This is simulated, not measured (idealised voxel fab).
Process module under the name voxel transistor to metal
Square cells of 5 nm make up the cross-section cut, whose width is 215 nm.
Heads up, the way a cross-section reads in here is a grid of square cells, handed over as bands from the top down, with every band being one or more rows of cells.
What a band's entry tells you: where the top is and where the bottom is, as heights in nm, and after that what lies inside, material by material from left to right, each with its width in nm. Empty space is written as the word "air", and a single material marked with the word "everywhere" occupies the band from edge to edge.
A quick word on heights: they are counted from 0, and under that level the wafer as it came to us is one material throughout. The lowest band is different from the rest in having no bottom; it simply continues downward, written as in "0 -> down".
Note: "30..40" means the width goes from the first number (top row of the band) to the second number (bottom row) in equal steps per row of cells.
"no change occurred", as given for a step, is the statement that not any cell of the cross-section underwent a change during that step.
"Entrapped voids" enumerates empty spaces isolated from the top, with no open way to it, that contain at least 8 cells, giving each as width x height at distance from the left edge, all three in nm.
Step line, after settings: the simulator's comment on this step.
Regarding "overlay nm": on a step with a mask, it is the distance the mask lay to the right of its planned place; a negative value places it to the left.

Here's what the planned process steps look like
1,RECEIVE | material Si
2,CONFORMAL_DEP | material SiO2 | thk nm 5
3,CONFORMAL_DEP | material SiN | thk nm 10
4,DIRECTIONAL_DEP | material aC | thk nm 15
5,PATTERN | tone cover | mask id ACTIVE | material resist | width nm 115 | thk nm 30 | overlay nm 0
6,DIRECTIONAL_ETCH | etch materials aC | depth nm 15
7,STRIP | etch materials resist
8,DIRECTIONAL_ETCH | etch materials SiN | depth nm 10
9,DIRECTIONAL_ETCH | etch materials SiO2 | depth nm 5
10,DIRECTIONAL_ETCH | etch materials Si | depth nm 30
11,STRIP | etch materials aC
12,FILL_DEP | material SiO2 | thk nm 10
13,CMP | height nm 15
14,SELECTIVE_ETCH | etch materials SiO2 | depth nm 5
15,STRIP | etch materials SiN
16,SELECTIVE_ETCH | etch materials SiO2 | depth nm 5
17,OXIDIZE | depth nm 5
18,DIRECTIONAL_DEP | material polySi | thk nm 30
19,DIRECTIONAL_DEP | material SiCN | thk nm 15
20,MASKED_ETCH | tone cover | mask id GATE | width nm 35 | etch materials SiCN | depth nm 25 | overlay nm 0
21,MASKED_ETCH | tone cover | mask id GATE | width nm 35 | etch materials polySi | depth nm 40 | overlay nm 0
22,CONFORMAL_DEP | material SiO2 | thk nm 5
23,DIRECTIONAL_ETCH | etch materials SiO2 | depth nm 5
24,CONFORMAL_DEP | material SiN | thk nm 5
25,DIRECTIONAL_ETCH | etch materials SiN | depth nm 5
26,DIRECTIONAL_ETCH | etch materials SiO2 | depth nm 5
27,DIRECTIONAL_ETCH | etch materials Si | depth nm 15
28,EPI | material pSi | thk nm 20
29,FILL_DEP | material SiO2 | thk nm 5
30,CMP | height nm 30
31,STRIP | etch materials polySi
32,SELECTIVE_ETCH | etch materials SiO2 | depth nm 5
33,CONFORMAL_DEP | material HfO2 | thk nm 5
34,CONFORMAL_DEP | material TiN | thk nm 5
35,FILL_DEP | material W | thk nm 5
36,CMP | height nm 25
37,DIRECTIONAL_DEP | material SiO2 | thk nm 10
38,MASKED_ETCH | tone open | mask id CONTACT | width nm 20 | pitch nm 85 | etch materials SiO2 | depth nm 20 | overlay nm 0
39,CONFORMAL_DEP | material TiN | thk nm 5
40,FILL_DEP | material W | thk nm 5
41,CMP | height nm 35
42,DIRECTIONAL_DEP | material TiN | thk nm 5
43,DIRECTIONAL_DEP | material W | thk nm 15
44,MASKED_ETCH | tone cover | mask id METAL_1 | width nm 15 | pitch nm 85 | etch materials W | depth nm 15 | overlay nm 0
45,MASKED_ETCH | tone cover | mask id METAL_1 | width nm 20 | pitch nm 85 | etch materials TiN | depth nm 5 | overlay nm 0
46,FILL_DEP | material SiO2 | thk nm 5
47,CMP | height nm 55
48,CONFORMAL_DEP | material SiN | thk nm 5
Wafers differ in width nm at step 44; plan lists the first wafer's value; identical starting state.

Incoming state of the first of several wafers in cross-section: after step 1
* 0 -> down = Si everywhere
* Entrapped voids: none

Cross-section of the first of several wafers, taken after step 48, where the module ends
* 60 -> 55 = SiN everywhere
* 55 -> 40 = SiO2 60; W 15; SiO2 70; W 15; SiO2 55
* 40 -> 35 = SiO2 55; TiN 20; SiO2 65; TiN 20; SiO2 55
* 35 -> 25 = SiO2 55; TiN 5; W 10; TiN 5; SiO2 65; TiN 5; W 10; TiN 5; SiO2 55
* 25 -> 20 = SiO2 55; TiN 5; W 10; TiN 5; SiO2 5; SiN 5; HfO2 5; TiN 5; W 25; TiN 5; HfO2 5; SiN 5; SiO2 5; TiN 5; W 10; TiN 5; SiO2 55
* 20 -> 15 = SiO2 55; TiN 20; SiO2 5; SiN 5; HfO2 5; TiN 5; W 25; TiN 5; HfO2 5; SiN 5; SiO2 5; TiN 20; SiO2 55
* 15 -> 5 = SiO2 45; pSi 35; SiN 5; HfO2 5; TiN 5; W 25; TiN 5; HfO2 5; SiN 5; pSi 35; SiO2 45
* 5 -> 0 = SiO2 45; pSi 5; SiN 5; pSi 25; SiN 5; HfO2 5; TiN 35; HfO2 5; SiN 5; pSi 25; SiN 5; pSi 5; SiO2 45
* 0 -> -5 = SiO2 55; pSi 25; SiO2 5; HfO2 45; SiO2 5; pSi 25; SiO2 55
* -5 -> -20 = SiO2 50; Si 5; pSi 25; Si 55; pSi 25; Si 5; SiO2 50
* -20 -> -30 = SiO2 50; Si 115; SiO2 50
* -30 -> down = Si everywhere
* Entrapped voids: none

Last wafer of the set, cross-sectioned at end of module
* 60 -> 55 = SiN everywhere
* 55 -> 40 = SiO2 50; W 35; SiO2 50; W 35; SiO2 45
* 40 -> 35 = SiO2 50; TiN 35; SiO2 50; TiN 35; SiO2 45
* 35 -> 25 = SiO2 55; TiN 5; W 10; TiN 5; SiO2 65; TiN 5; W 10; TiN 5; SiO2 55
* 25 -> 20 = SiO2 55; TiN 5; W 10; TiN 5; SiO2 5; SiN 5; HfO2 5; TiN 5; W 25; TiN 5; HfO2 5; SiN 5; SiO2 5; TiN 5; W 10; TiN 5; SiO2 55
* 20 -> 15 = SiO2 55; TiN 20; SiO2 5; SiN 5; HfO2 5; TiN 5; W 25; TiN 5; HfO2 5; SiN 5; SiO2 5; TiN 20; SiO2 55
* 15 -> 5 = SiO2 45; pSi 35; SiN 5; HfO2 5; TiN 5; W 25; TiN 5; HfO2 5; SiN 5; pSi 35; SiO2 45
* 5 -> 0 = SiO2 45; pSi 5; SiN 5; pSi 25; SiN 5; HfO2 5; TiN 35; HfO2 5; SiN 5; pSi 25; SiN 5; pSi 5; SiO2 45
* 0 -> -5 = SiO2 55; pSi 25; SiO2 5; HfO2 45; SiO2 5; pSi 25; SiO2 55
* -5 -> -20 = SiO2 50; Si 5; pSi 25; Si 55; pSi 25; Si 5; SiO2 50
* -20 -> -30 = SiO2 50; Si 115; SiO2 50
* -30 -> down = Si everywhere
* Entrapped voids: none

Below, a row for every wafer. Read it as the end-of-module picture: for each material the wafer shows its cells gained (+) or lost (-) since it was received, and then its closed voids
width nm 15, +19 HfO2, -173 Si, +55 SiN, +442 SiO2, +43 TiN, +50 W, +80 pSi, Entrapped voids: none
width nm 20, +19 HfO2, -173 Si, +55 SiN, +436 SiO2, +43 TiN, +56 W, +80 pSi, Entrapped voids: none
width nm 25, +19 HfO2, -173 Si, +55 SiN, +428 SiO2, +45 TiN, +62 W, +80 pSi, Entrapped voids: none
width nm 30, +19 HfO2, -173 Si, +55 SiN, +420 SiO2, +47 TiN, +68 W, +80 pSi, Entrapped voids: none
width nm 35, +19 HfO2, -173 Si, +55 SiN, +412 SiO2, +49 TiN, +74 W, +80 pSi, Entrapped voids: none
